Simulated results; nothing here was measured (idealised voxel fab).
The document below concerns the process module designated voxel released beams.
Pictured: cross-section cut, 175 nm wide, on a grid of 5 nm square cells.
We lay out every cross-section as a grid of square cells and spell it out in bands from the top down, where one band means one or more rows of cells. Within each band entry, the heights of the top and of the bottom of the band appear first, in that order and in nm; the materials of the band then follow from left to right, each with its corresponding width in nm. The designation "full width" on a single material indicates that it fills the band from edge to edge; the designation "blank" indicates empty space. Counting heights begins at 0, where everything beneath is, in the wafer as received, one material. The lowest band has no bottom; it goes on downwards, as "top 0, no bottom" shows. The expression "30->40" gives the width at the extremes of the band, the first number at its top row of cells and the second at its bottom row, with the width changing by equal amounts from each row to the next in between. "all unchanged" -> step changed no cross-section cell. "Completely sealed voids" means: voids of 8 cells or more that are shut off from the top with no open way through. Written width x height at distance, distance from the left edge, in nm. What comes after the settings on a step's line is commentary from the simulator itself on that step. overlay nm: how far to the right of its planned place the mask lay on this masked step (negative: to the left).

Steps planned for the process:
1. RECEIVE (material Si)
2. CONFORMAL_DEP (material SiN; thk nm 10)
3. DIRECTIONAL_DEP (material SiO2; thk nm 15)
4. PATTERN (tone open; mask id ANCHOR; material resist; width nm 45; thk nm 20; overlay nm 0)
5. DIRECTIONAL_ETCH (etch materials SiO2; depth nm 15)
6. STRIP (etch materials resist)
7. CONFORMAL_DEP (material W; thk nm 15)
8. MASKED_ETCH (tone cover; mask id BEAM; width nm 110; etch materials W; depth nm 15; overlay nm 0)
9. STRIP (etch materials SiO2)

Incoming wafer in cross-section (state: after step 1):
	top 0, no bottom  Si full width
	Completely sealed voids: none

First wafer of two, sectioned at end of module; run went per plan:
	top 40, bottom 25  blank (30) | W (20) | blank (15) | W (75) | blank (35)
	top 25, bottom 10  blank (35) | W (45) | blank (95)
	top 10, bottom 0  SiN full width
	top 0, no bottom  Si full width
	Completely sealed voids: none

Cross-section, wafer two of two, end of module: same start and plan as wafer one, one error in execution:
	top 25, bottom 10  blank (35) | W (15) | blank (15) | W (15) | blank (95)
	top 10, bottom 0  SiN full width
	top 0, no bottom  Si full width
	Completely sealed voids: none
Misprocessing identified: step 8 ran differently from the plan; actual operation with settings: MASKED_ETCH (tone open; mask id BEAM; width nm 110; etch materials W; depth nm 15; overlay nm 0)
at the end the second wafer has, in cells: W: 66 fewer
